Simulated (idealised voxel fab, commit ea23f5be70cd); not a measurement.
The document below concerns the process module designated voxel double patterning.
Shown is cross-section cut, with a width of 230 nm and square cells of size 5 nm.
Cross-section = grid of square cells, listed top down in bands; band = one or more rows. What a band's entry tells you: where the top is and where the bottom is, as heights in nm, and after that what lies inside, material by material from left to right, each with its width in nm. Empty space is written as the word "empty", and a single material marked with the word "throughout" occupies the band from edge to edge. Basically, 0 is our baseline, since under it the wafer straight out of the box is all one material. The bottom band has no lower end and keeps on going down, so it looks like "from 0 down". The two numbers in a width such as "30..40" mark its ends across the band: the first belongs to the top row of cells, the second to the bottom row, and from each row to the next the width moves by the same amount. When a step is marked "no alterations made", none of the cells in the cross-section changed during that step. Voids not open to the top, 8 cells minimum: see "Closed void listing". Written width x height at distance; distance is from the left edge; nm. Past the settings on a step's line: simulator remark, on that step. "overlay nm" on a masked step: distance the mask lay right of its planned place, negative for left.
### The steps planned for the process are as follows
- 1: RECEIVE,material Si
- 2: CONFORMAL_DEP,material SiO2,thk nm 5
- 3: DIRECTIONAL_DEP,material W,thk nm 20
- 4: DIRECTIONAL_DEP,material SiCN,thk nm 10
- 5: DIRECTIONAL_DEP,material aC,thk nm 10
- 6: PATTERN,tone open,mask id FIRST,material resist,width nm 15,pitch nm 50,thk nm 25,overlay nm 0
- 7: DIRECTIONAL_ETCH,etch materials aC,depth nm 10
- 8: STRIP,etch materials resist
- 9: DIRECTIONAL_ETCH,etch materials SiCN,depth nm 10
- 10: STRIP,etch materials aC
- 11: MASKED_ETCH,tone open,mask id SECOND,width nm 15,pitch nm 50,etch materials SiCN,depth nm 10,overlay nm 0
- 12: DIRECTIONAL_ETCH,etch materials W,depth nm 20
- 13: STRIP,etch materials SiCN
### What follows covers the first of two wafers; it ran as planned
### As-received state of the wafer in cross-section, equivalent to post-step 1
	from 0 down  Si throughout
	Closed void listing: none
### Wafer after step 2 (cross-section)
	from 5 to 0  SiO2 throughout
	Lower than 0, everything is as it was.
### Wafer after step 3 (cross-section)
	from 25 to 5  W throughout
	Lower than 5, everything is as it was.
### Wafer after step 4 (cross-section)
	from 35 to 25  SiCN throughout
	Lower than 25, everything is as it was.
### Wafer after step 5 (cross-section)
	from 45 to 35  aC throughout
	Lower than 35, everything is as it was.
### Wafer after step 6 (cross-section)
	from 70 to 45  resist (55) | empty (15) | resist (35) | empty (15) | resist (35) | empty (15) | resist (60)
	Lower than 45, everything is as it was.
### Wafer after step 7 (cross-section)
	from 60 to 45  resist (55) | empty (15) | resist (35) | empty (15) | resist (35) | empty (15) | resist (60)
	from 45 to 35  aC (55) | empty (15) | aC (35) | empty (15) | aC (35) | empty (15) | aC (60)
	Lower than 35, everything is as it was.
### Wafer after step 8 (cross-section)
	from 45 to 35  aC (55) | empty (15) | aC (35) | empty (15) | aC (35) | empty (15) | aC (60)
	Lower than 35, everything is as it was.
### Wafer after step 9 (cross-section)
	from 45 to 35  aC (55) | empty (15) | aC (35) | empty (15) | aC (35) | empty (15) | aC (60)
	from 35 to 25  SiCN (55) | empty (15) | SiCN (35) | empty (15) | SiCN (35) | empty (15) | SiCN (60)
	Lower than 25, everything is as it was.
### Wafer after step 10 (cross-section)
	from 35 to 25  SiCN (55) | empty (15) | SiCN (35) | empty (15) | SiCN (35) | empty (15) | SiCN (60)
	Lower than 25, everything is as it was.
### Wafer after step 11 (cross-section)
	from 35 to 25  SiCN (55) | empty (15) | SiCN (10) | empty (15) | SiCN (10) | empty (15) | SiCN (10) | empty (15) | SiCN (10) | empty (15) | SiCN (60)
	Lower than 25, everything is as it was.
### Wafer after step 12 (cross-section)
	from 35 to 25  SiCN (55) | empty (15) | SiCN (10) | empty (15) | SiCN (10) | empty (15) | SiCN (10) | empty (15) | SiCN (10) | empty (15) | SiCN (60)
	from 25 to 5  W (55) | empty (15) | W (10) | empty (15) | W (10) | empty (15) | W (10) | empty (15) | W (10) | empty (15) | W (60)
	Lower than 5, everything is as it was.
### Wafer after step 13 (cross-section)
	from 25 to 5  W (55) | empty (15) | W (10) | empty (15) | W (10) | empty (15) | W (10) | empty (15) | W (10) | empty (15) | W (60)
	Lower than 5, everything is as it was.
### Wafer two. Identical start, identical plan. One mistake in execution. Identical history through step 11
### Second wafer: cross-section at the scheduled end of step 12
	from 35 to 25  SiCN (55) | empty (15) | SiCN (10) | empty (15) | SiCN (10) | empty (15) | SiCN (10) | empty (15) | SiCN (10) | empty (15) | SiCN (60)
	from 25 to 15  W (55) | empty (15) | W (10) | empty (15) | W (10) | empty (15) | W (10) | empty (15) | W (10) | empty (15) | W (60)
	Lower than 15, everything is as it was.
### Second wafer: cross-section at the scheduled end of step 13
	from 25 to 15  W (55) | empty (15) | W (10) | empty (15) | W (10) | empty (15) | W (10) | empty (15) | W (10) | empty (15) | W (60)
	Lower than 15, everything is as it was.
Processing error: note that step 12 departed from the planned setting and was carried out as DIRECTIONAL_ETCH,etch materials W,depth nm 10
The final cell counts differ between the wafers, with the second having more or fewer of some materials than the first: +30 W
